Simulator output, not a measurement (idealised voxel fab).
Title: Process Module voxel plated lines
Square cells of 5 nm make up the cross-section cut, whose width is 240 nm.
In this document a cross-section is written as a grid of square cells. It is given as a series of bands, listed from the top down, and a band is one or more rows of cells.
Band: top and bottom heights (nm) first, top before bottom; then materials from left to right, widths in nm. "edge to edge" marks a sole material filling the band edge to edge. "empty" denotes empty space.
Basically, 0 is our baseline, since under it the wafer straight out of the box is all one material. The bottom band has no lower end and keeps on going down, so it looks like "z 0 and below".
Note: "30..40" means the width goes from the first number (top row of the band) to the second number (bottom row) in equal steps per row of cells.
Where a step carries "nothing was modified", the cross-section came out of it unchanged, cell for cell.
The entry "Enclosed empty spaces" lists the empty spaces that cover at least 8 cells and have no open path to the top. Each is written as width x height at distance, where the distance is measured from the left edge and all three values are in nm.
Read whatever lies past the settings on a step's line as the simulator's own remark about the step.
overlay nm: for a step with a mask, the amount by which the mask lay right of where it was planned; a negative amount means left of it.
HERE'S WHAT THE PLANNED PROCESS STEPS LOOK LIKE
- 1: RECEIVE | material Si
- 2: CONFORMAL_DEP | material SiN | thk nm 15
- 3: DIRECTIONAL_DEP | material TiN | thk nm 5
- 4: PATTERN | tone open | mask id LINES | material resist | width nm 20 | pitch nm 50 | thk nm 35 | overlay nm 0
- 5: EPI | material Ru | thk nm 5
- 6: EPI | material Ru | thk nm 5
- 7: EPI | material Ru | thk nm 10
- 8: STRIP | etch materials resist
- 9: DIRECTIONAL_ETCH | etch materials TiN | depth nm 5
- 10: CONFORMAL_DEP | material SiN | thk nm 10
FIRST OF TWO WAFERS, PROCESSED ACCORDING TO PLAN
HERE'S WHAT THE WAFER LOOKED LIKE IN CROSS-SECTION WHEN IT ARRIVED - THAT'S AFTER STEP 1
  z 0 and below: Si edge to edge
  Enclosed empty spaces: none
CROSS-SECTIONAL REPRESENTATION OF THE WAFER AT THE CONCLUSION OF STEP 2
  z 15 to 0: SiN edge to edge
  Whatever lies below 0 is exactly as it was before.
CROSS-SECTIONAL REPRESENTATION OF THE WAFER AT THE CONCLUSION OF STEP 3
  z 20 to 15: TiN edge to edge
  Whatever lies below 15 is exactly as it was before.
CROSS-SECTIONAL REPRESENTATION OF THE WAFER AT THE CONCLUSION OF STEP 4
  z 55 to 20: resist=60 | empty=20 | resist=30 | empty=20 | resist=30 | empty=20 | resist=60
  Whatever lies below 20 is exactly as it was before.
CROSS-SECTIONAL REPRESENTATION OF THE WAFER AT THE CONCLUSION OF STEP 5
  z 55 to 25: resist=60 | empty=20 | resist=30 | empty=20 | resist=30 | empty=20 | resist=60
  z 25 to 20: resist=60 | Ru=20 | resist=30 | Ru=20 | resist=30 | Ru=20 | resist=60
  Whatever lies below 20 is exactly as it was before.
CROSS-SECTIONAL REPRESENTATION OF THE WAFER AT THE CONCLUSION OF STEP 6
  z 55 to 30: resist=60 | empty=20 | resist=30 | empty=20 | resist=30 | empty=20 | resist=60
  z 30 to 20: resist=60 | Ru=20 | resist=30 | Ru=20 | resist=30 | Ru=20 | resist=60
  Whatever lies below 20 is exactly as it was before.
CROSS-SECTIONAL REPRESENTATION OF THE WAFER AT THE CONCLUSION OF STEP 7
  z 55 to 40: resist=60 | empty=20 | resist=30 | empty=20 | resist=30 | empty=20 | resist=60
  z 40 to 20: resist=60 | Ru=20 | resist=30 | Ru=20 | resist=30 | Ru=20 | resist=60
  Whatever lies below 20 is exactly as it was before.
CROSS-SECTIONAL REPRESENTATION OF THE WAFER AT THE CONCLUSION OF STEP 8
  z 40 to 20: empty=60 | Ru=20 | empty=30 | Ru=20 | empty=30 | Ru=20 | empty=60
  Whatever lies below 20 is exactly as it was before.
CROSS-SECTIONAL REPRESENTATION OF THE WAFER AT THE CONCLUSION OF STEP 9
  z 40 to 20: empty=60 | Ru=20 | empty=30 | Ru=20 | empty=30 | Ru=20 | empty=60
  z 20 to 15: empty=60 | TiN=20 | empty=30 | TiN=20 | empty=30 | TiN=20 | empty=60
  Whatever lies below 15 is exactly as it was before.
CROSS-SECTIONAL REPRESENTATION OF THE WAFER AT THE CONCLUSION OF STEP 10
  z 50 to 40: empty=50 | SiN=40 | empty=10 | SiN=40 | empty=10 | SiN=40 | empty=50
  z 40 to 25: empty=50 | SiN=10 | Ru=20 | SiN=10 | empty=10 | SiN=10 | Ru=20 | SiN=10 | empty=10 | SiN=10 | Ru=20 | SiN=10 | empty=50
  z 25 to 20: SiN=60 | Ru=20 | SiN=30 | Ru=20 | SiN=30 | Ru=20 | SiN=60
  z 20 to 15: SiN=60 | TiN=20 | SiN=30 | TiN=20 | SiN=30 | TiN=20 | SiN=60
  Whatever lies below 15 is exactly as it was before.
THE SECOND WAFER WAS PREPARED FROM THE SAME STARTING POINT AND UNDER THE SAME PLAN AS THE FIRST; ITS PROCESSING CONTAINED ONE MISTAKE, AND IT REMAINS INDISTINGUISHABLE FROM THE FIRST WAFER UP TO AND INCLUDING STEP 9
SECOND WAFER AT THE PLANNED FINISH OF STEP 10, SEEN IN CROSS-SECTION
  z 50 to 40: empty=50 | TiN=40 | empty=10 | TiN=40 | empty=10 | TiN=40 | empty=50
  z 40 to 25: empty=50 | TiN=10 | Ru=20 | TiN=10 | empty=10 | TiN=10 | Ru=20 | TiN=10 | empty=10 | TiN=10 | Ru=20 | TiN=10 | empty=50
  z 25 to 20: TiN=60 | Ru=20 | TiN=30 | Ru=20 | TiN=30 | Ru=20 | TiN=60
  z 20 to 15: TiN edge to edge
  Whatever lies below 15 is exactly as it was before.
Want to know what went wrong? step 10 ran differently from the plan; actual operation with settings: CONFORMAL_DEP | material TiN | thk nm 10
Wafer comparison, final, in cells, second relative to first, materials more or fewer: -156 SiN | +156 TiN
